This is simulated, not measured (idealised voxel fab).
The name of this process module is voxel plated lines.
We display cut, a cross-section 220 nm in width whose square cells are each 5 nm.
In what follows, cross-sections appear as grids of square cells, described through bands that run from the top down, where every band is one or more rows of cells.
Top, bottom (nm), then materials left to right with widths (nm); lone material tagged "throughout" fills the whole band edge to edge; "empty" = empty space.
Zero point of the height axis is 0; under it, received wafer = one material. Lowest band: continues down indefinitely, "top 0, no bottom".
The expression "30->40" gives the width at the extremes of the band, the first number at its top row of cells and the second at its bottom row, with the width changing by equal amounts from each row to the next in between.
Step marked "all unchanged"? Then no cell in the cross-section changed in it.
The label "Trapped cavities" introduces a list of the empty spaces, 8 cells or larger, that have no open way up to the top; each entry in it reads width x height at distance, where the distance is taken from the left edge and all three are stated in nm.
Read whatever lies past the settings on a step's line as the simulator's own remark about the step.
The optional step-line setting "overlay nm" applies to steps with a mask and quantifies how far to the right of its planned location the mask lay, a negative value indicating leftward placement.

Steps in the process plan:
1 RECEIVE with material Si
2 CONFORMAL_DEP with material SiN, thk nm 15
3 DIRECTIONAL_DEP with material TiN, thk nm 5
4 PATTERN with tone open, mask id LINES, material resist, width nm 15, pitch nm 35, thk nm 25, overlay nm 0
5 EPI with material Ru, thk nm 10
6 EPI with material Ru, thk nm 10
7 STRIP with etch materials resist
8 DIRECTIONAL_ETCH with etch materials TiN, depth nm 5
9 CONFORMAL_DEP with material SiCN, thk nm 10

Cross-section of the wafer upon arrival, representing the state reached after step 1:
* top 0, no bottom = Si throughout
* Trapped cavities: none

First of two wafers: cross-section at end of module, run per plan:
* top 50, bottom 40 = empty=75 / SiCN=70 / empty=75
* top 40, bottom 25 = empty=75 / SiCN=10 / Ru=15 / SiCN=20 / Ru=15 / SiCN=10 / empty=75
* top 25, bottom 20 = SiCN=85 / Ru=15 / SiCN=20 / Ru=15 / SiCN=85
* top 20, bottom 15 = SiCN=85 / TiN=15 / SiCN=20 / TiN=15 / SiCN=85
* top 15, bottom 0 = SiN throughout
* top 0, no bottom = Si throughout
* Trapped cavities: none

This cross-section belongs to the second wafer of two at the end of the module; the start and the plan were shared with the first, and the run included one mistake:
* top 30, bottom 15 = SiCN throughout
* top 15, bottom 0 = SiN throughout
* top 0, no bottom = Si throughout
* Trapped cavities: none
Error vs. plan: step 3 was run on a setting that differed from the plan, and what really ran there is DIRECTIONAL_DEP with material SiCN, thk nm 5
Per the end-of-run cell counts, the second wafer holds more or fewer of some materials than the first: Ru: 24 fewer | SiCN: 4 more | TiN: 6 fewer
